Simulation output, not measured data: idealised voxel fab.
The process module presented herein is designated voxel quadruple lines.
The cross-section shown here is cut; it is 225 nm wide and divided into square cells measuring 5 nm on a side.
When this document writes out a cross-section, it uses a grid of square cells and lists it as bands, beginning at the top and moving down, with a band standing for one or more rows of cells.
Each band's line starts with the height of the band's top and of its bottom, in nm. Then come its materials from left to right, each with its width in nm. One material with "all across" fills the band from edge to edge. "empty" is empty space.
Zero point of the height axis is 0; under it, received wafer = one material. Lowest band: continues down indefinitely, "0 nm and below".
A width given as "30 to 40" starts at the first number in the band's top row and ends at the second number in its bottom row, shifting by an equal amount at every step from row to row.
A step reported as "all unchanged" is a step in which no cell of the cross-section changed.
Unvented cavities: empty space of 8 cells or more with no open way to the top, each as width x height at its distance from the left edge, in nm
Step line, after settings: the simulator's comment on this step.
overlay nm: where the mask lay relative to plan, measured to the right, on steps with a mask; negatives go left.

Planned process steps:
1: RECEIVE with material Si
2: CONFORMAL_DEP with material SiO2, thk nm 5
3: DIRECTIONAL_DEP with material W, thk nm 10
4: DIRECTIONAL_DEP with material polySi, thk nm 15
5: DIRECTIONAL_DEP with material aC, thk nm 20
6: PATTERN with tone cover, mask id MANDREL, material resist, width nm 20, thk nm 30, overlay nm 0
7: DIRECTIONAL_ETCH with etch materials aC, depth nm 20
8: STRIP with etch materials resist
9: CONFORMAL_DEP with material SiO2, thk nm 10
10: DIRECTIONAL_ETCH with etch materials SiO2, depth nm 10
11: STRIP with etch materials aC
12: DIRECTIONAL_ETCH with etch materials polySi, depth nm 15
13: STRIP with etch materials SiO2
14: CONFORMAL_DEP with material SiCN, thk nm 5
15: DIRECTIONAL_ETCH with etch materials SiCN, depth nm 5
16: STRIP with etch materials polySi
17: DIRECTIONAL_ETCH with etch materials W, depth nm 10
18: STRIP with etch materials SiCN
19: FILL_DEP with material SiO2, thk nm 10
20: CMP with height nm 15

Step 1 complete: cross-section of the wafer as received:
- 0 nm and below = Si all across
- Unvented cavities: none

Cross-sectional view of the first of the two wafers upon completion of the module, processed in accordance with the plan:
- 15 nm to 5 nm = SiO2: 85  W: 5  SiO2: 10  W: 5  SiO2: 10  W: 5  SiO2: 10  W: 5  SiO2: 90
- 5 nm to 0 nm = SiO2 all across
- 0 nm and below = Si all across
- Unvented cavities: none

Cross-sectional view: second of two wafers, end of module; start and plan identical to the first, one mistake in running:
- 15 nm to 5 nm = SiO2: 95  W: 5  SiO2: 20  W: 5  SiO2: 100
- 5 nm to 0 nm = SiO2 all across
- 0 nm and below = Si all across
- Unvented cavities: none
Nonconformance to the process plan: step 6 ran with different settings than intended, the actual operation and settings being PATTERN with tone open, mask id MANDREL, material resist, width nm 20, thk nm 30, overlay nm 0
Heads up, by the end the second wafer has more or fewer cells of some materials compared to the first: +4 SiO2; -4 W
